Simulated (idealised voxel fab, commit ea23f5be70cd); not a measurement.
The following is a process module called voxel transistor to metal.
Section cut is 295 nm wide and gridded with 5 nm square cells.
This document writes a cross-section as a grid whose cells are square, and gives it as bands, listed from the top down; one or more rows of cells form a band.
Basically the band line says how high the top is and how high the bottom is, in nm, and then what's in it from left to right, every material with its width in nm. Empty space shows up as "air", and if a single material carries "all across" it runs the full band edge to edge.
Height is counted from the level 0, under which the received wafer is composed throughout of one material. The lowest of the bands is not closed at the bottom but continues downward, in the notation "0 -> down".
Width spec "30->40" -> top row of cells at first value, bottom row at second value, equal per-row change in between.
It should be understood that the words "nothing altered", when stated for a given step, signify that the cross-section underwent no change in any of its cells during that step.
If an empty space has no open way to the top and is at least 8 cells in size, "Closed cavity list" lists it, written width x height at distance, where distance is measured from the left edge and every value is in nm.
That trailing text on a step's line, after the settings, is the simulator's own remark on the step.
"overlay nm" denotes, for a step that has a mask, the displacement of the mask to the right of its planned place, with negative values corresponding to the left.

This section lists the process steps that were planned
1: op RECEIVE | material Si
2: op CONFORMAL_DEP | material SiO2 | thk nm 5
3: op CONFORMAL_DEP | material SiN | thk nm 10
4: op DIRECTIONAL_DEP | material aC | thk nm 10
5: op PATTERN | tone cover | mask id ACTIVE | material resist | width nm 95 | pitch nm 120 | thk nm 25 | overlay nm 0
6: op DIRECTIONAL_ETCH | etch materials aC | depth nm 10
7: op STRIP | etch materials resist
8: op DIRECTIONAL_ETCH | etch materials SiN | depth nm 10
9: op DIRECTIONAL_ETCH | etch materials SiO2 | depth nm 5
10: op DIRECTIONAL_ETCH | etch materials Si | depth nm 30
11: op STRIP | etch materials aC
12: op FILL_DEP | material SiO2 | thk nm 10
13: op CMP | height nm 15
14: op SELECTIVE_ETCH | etch materials SiO2 | depth nm 5
15: op STRIP | etch materials SiN
16: op SELECTIVE_ETCH | etch materials SiO2 | depth nm 5
17: op OXIDIZE | depth nm 5
18: op DIRECTIONAL_DEP | material polySi | thk nm 20
19: op DIRECTIONAL_DEP | material SiCN | thk nm 10
20: op MASKED_ETCH | tone cover | mask id GATE | width nm 25 | pitch nm 120 | etch materials SiCN | depth nm 20 | overlay nm 0
21: op MASKED_ETCH | tone cover | mask id GATE | width nm 25 | pitch nm 120 | etch materials polySi | depth nm 30 | overlay nm 0
22: op CONFORMAL_DEP | material SiO2 | thk nm 5
23: op DIRECTIONAL_ETCH | etch materials SiO2 | depth nm 5
24: op CONFORMAL_DEP | material SiN | thk nm 5
25: op DIRECTIONAL_ETCH | etch materials SiN | depth nm 5
26: op DIRECTIONAL_ETCH | etch materials SiO2 | depth nm 5
27: op DIRECTIONAL_ETCH | etch materials Si | depth nm 15
28: op EPI | material nSi | thk nm 15
29: op FILL_DEP | material SiO2 | thk nm 10
30: op CMP | height nm 20
31: op STRIP | etch materials polySi
32: op SELECTIVE_ETCH | etch materials SiO2 | depth nm 5
33: op CONFORMAL_DEP | material HfO2 | thk nm 5
34: op CONFORMAL_DEP | material TiN | thk nm 5
35: op FILL_DEP | material W | thk nm 5
36: op CMP | height nm 15
37: op DIRECTIONAL_DEP | material SiO2 | thk nm 10
38: op MASKED_ETCH | tone open | mask id CONTACT | width nm 15 | etch materials SiO2 | depth nm 15 | overlay nm 0
39: op CONFORMAL_DEP | material TiN | thk nm 5
40: op FILL_DEP | material Ru | thk nm 10
41: op CMP | height nm 25
42: op DIRECTIONAL_DEP | material TiN | thk nm 5
43: op DIRECTIONAL_DEP | material Ru | thk nm 20
44: op DIRECTIONAL_DEP | material aC | thk nm 10
45: op PATTERN | tone cover | mask id METAL_1 | material resist | width nm 15 | thk nm 30 | overlay nm 0
46: op DIRECTIONAL_ETCH | etch materials aC | depth nm 10
47: op STRIP | etch materials resist
48: op DIRECTIONAL_ETCH | etch materials Ru | depth nm 20
49: op DIRECTIONAL_ETCH | etch materials TiN | depth nm 5
50: op STRIP | etch materials aC
51: op CONFORMAL_DEP | material SiCN | thk nm 5
52: op FILL_DEP | material SiO2 | thk nm 10
53: op CMP | height nm 50
54: op CONFORMAL_DEP | material SiCN | thk nm 5

Wafer as received: cross-section following step 1
0 -> down  Si all across
Closed cavity list: none

Module complete - cross-section of the first of two wafers, run according to plan
55 -> 50  SiCN all across
50 -> 30  SiO2: 40, then SiCN: 5, then Ru: 15, then SiCN: 5, then SiO2: 45, then SiCN: 5, then Ru: 15, then SiCN: 5, then SiO2: 25, then SiCN: 5, then Ru: 15, then SiCN: 5, then SiO2: 45, then SiCN: 5, then Ru: 15, then SiCN: 5, then SiO2: 40
30 -> 25  SiCN: 45, then TiN: 15, then SiCN: 55, then TiN: 15, then SiCN: 35, then TiN: 15, then SiCN: 55, then TiN: 15, then SiCN: 45
25 -> 15  SiO2: 45, then TiN: 5, then Ru: 5, then TiN: 5, then SiO2: 55, then TiN: 5, then Ru: 5, then TiN: 5, then SiO2: 35, then TiN: 5, then Ru: 5, then TiN: 5, then SiO2: 55, then TiN: 5, then Ru: 5, then TiN: 5, then SiO2: 45
15 -> 10  SiO2: 45, then TiN: 15, then SiO2: 5, then SiN: 5, then HfO2: 5, then TiN: 5, then W: 15, then TiN: 5, then HfO2: 5, then SiN: 5, then SiO2: 5, then TiN: 15, then SiO2: 35, then TiN: 15, then SiO2: 5, then SiN: 5, then HfO2: 5, then TiN: 5, then W: 15, then TiN: 5, then HfO2: 5, then SiN: 5, then SiO2: 5, then TiN: 15, then SiO2: 45
10 -> 5  SiO2: 40, then nSi: 25, then SiN: 5, then HfO2: 5, then TiN: 5, then W: 15, then TiN: 5, then HfO2: 5, then SiN: 5, then nSi: 25, then SiO2: 25, then nSi: 25, then SiN: 5, then HfO2: 5, then TiN: 5, then W: 15, then TiN: 5, then HfO2: 5, then SiN: 5, then nSi: 25, then SiO2: 40
5 -> 0  SiO2: 40, then SiN: 5, then nSi: 20, then SiN: 5, then HfO2: 5, then TiN: 25, then HfO2: 5, then SiN: 5, then nSi: 20, then SiN: 5, then SiO2: 25, then SiN: 5, then nSi: 20, then SiN: 5, then HfO2: 5, then TiN: 25, then HfO2: 5, then SiN: 5, then nSi: 20, then SiN: 5, then SiO2: 40
0 -> -5  SiO2: 45, then nSi: 20, then SiO2: 5, then HfO2: 35, then SiO2: 5, then nSi: 20, then SiO2: 35, then nSi: 20, then SiO2: 5, then HfO2: 35, then SiO2: 5, then nSi: 20, then SiO2: 45
-5 -> -20  SiO2: 40, then Si: 5, then nSi: 20, then Si: 45, then nSi: 20, then Si: 5, then SiO2: 25, then Si: 5, then nSi: 20, then Si: 45, then nSi: 20, then Si: 5, then SiO2: 40
-20 -> -30  SiO2: 40, then Si: 95, then SiO2: 25, then Si: 95, then SiO2: 40
-30 -> down  Si all across
Closed cavity list: none

Here is the second of the two wafers cut open at the end of the module - same start, same plan as the first one, but we made one mistake running it
55 -> 50  SiCN all across
50 -> 30  SiO2: 40, then SiCN: 5, then Ru: 15, then SiCN: 5, then SiO2: 45, then SiCN: 5, then Ru: 15, then SiCN: 5, then SiO2: 25, then SiCN: 5, then Ru: 15, then SiCN: 5, then SiO2: 45, then SiCN: 5, then Ru: 15, then SiCN: 5, then SiO2: 40
30 -> 25  SiCN: 45, then TiN: 15, then SiCN: 55, then TiN: 15, then SiCN: 35, then TiN: 15, then SiCN: 55, then TiN: 15, then SiCN: 45
25 -> 15  SiO2: 45, then TiN: 5, then Ru: 5, then TiN: 5, then SiO2: 55, then TiN: 5, then Ru: 5, then TiN: 5, then SiO2: 35, then TiN: 5, then Ru: 5, then TiN: 5, then SiO2: 55, then TiN: 5, then Ru: 5, then TiN: 5, then SiO2: 45
15 -> 10  SiO2: 45, then TiN: 15, then SiO2: 5, then SiN: 5, then HfO2: 5, then TiN: 5, then W: 15, then TiN: 5, then HfO2: 5, then SiN: 5, then SiO2: 5, then TiN: 15, then SiO2: 35, then TiN: 15, then SiO2: 5, then SiN: 5, then HfO2: 5, then TiN: 5, then W: 15, then TiN: 5, then HfO2: 5, then SiN: 5, then SiO2: 5, then TiN: 15, then SiO2: 45
10 -> 5  SiO2: 50, then nSi: 15, then SiN: 5, then HfO2: 5, then TiN: 5, then W: 15, then TiN: 5, then HfO2: 5, then SiN: 5, then nSi: 15, then SiO2: 45, then nSi: 15, then SiN: 5, then HfO2: 5, then TiN: 5, then W: 15, then TiN: 5, then HfO2: 5, then SiN: 5, then nSi: 15, then SiO2: 50
5 -> 0  SiO2: 35, then SiN: 5, then nSi: 25, then SiN: 5, then HfO2: 5, then TiN: 25, then HfO2: 5, then SiN: 5, then nSi: 25, then SiN: 5, then SiO2: 15, then SiN: 5, then nSi: 25, then SiN: 5, then HfO2: 5, then TiN: 25, then HfO2: 5, then SiN: 5, then nSi: 25, then SiN: 5, then SiO2: 35
0 -> -5  SiO2: 40, then nSi: 25, then SiO2: 5, then HfO2: 35, then SiO2: 5, then nSi: 25, then SiO2: 25, then nSi: 25, then SiO2: 5, then HfO2: 35, then SiO2: 5, then nSi: 25, then SiO2: 40
-5 -> -10  SiO2: 45, then nSi: 20, then Si: 45, then nSi: 20, then SiO2: 35, then nSi: 20, then Si: 45, then nSi: 20, then SiO2: 45
-10 -> -20  SiO2: 40, then Si: 5, then nSi: 20, then Si: 45, then nSi: 20, then Si: 5, then SiO2: 25, then Si: 5, then nSi: 20, then Si: 45, then nSi: 20, then Si: 5, then SiO2: 40
-20 -> -30  SiO2: 40, then Si: 95, then SiO2: 25, then Si: 95, then SiO2: 40
-30 -> down  Si all across
Closed cavity list: none
So what did we get wrong on this run? transposition of steps 14 and 15 relative to the planned sequence
The final cell counts differ between the wafers, with the second having more or fewer of some materials than the first: -4 Si, +4 SiO2
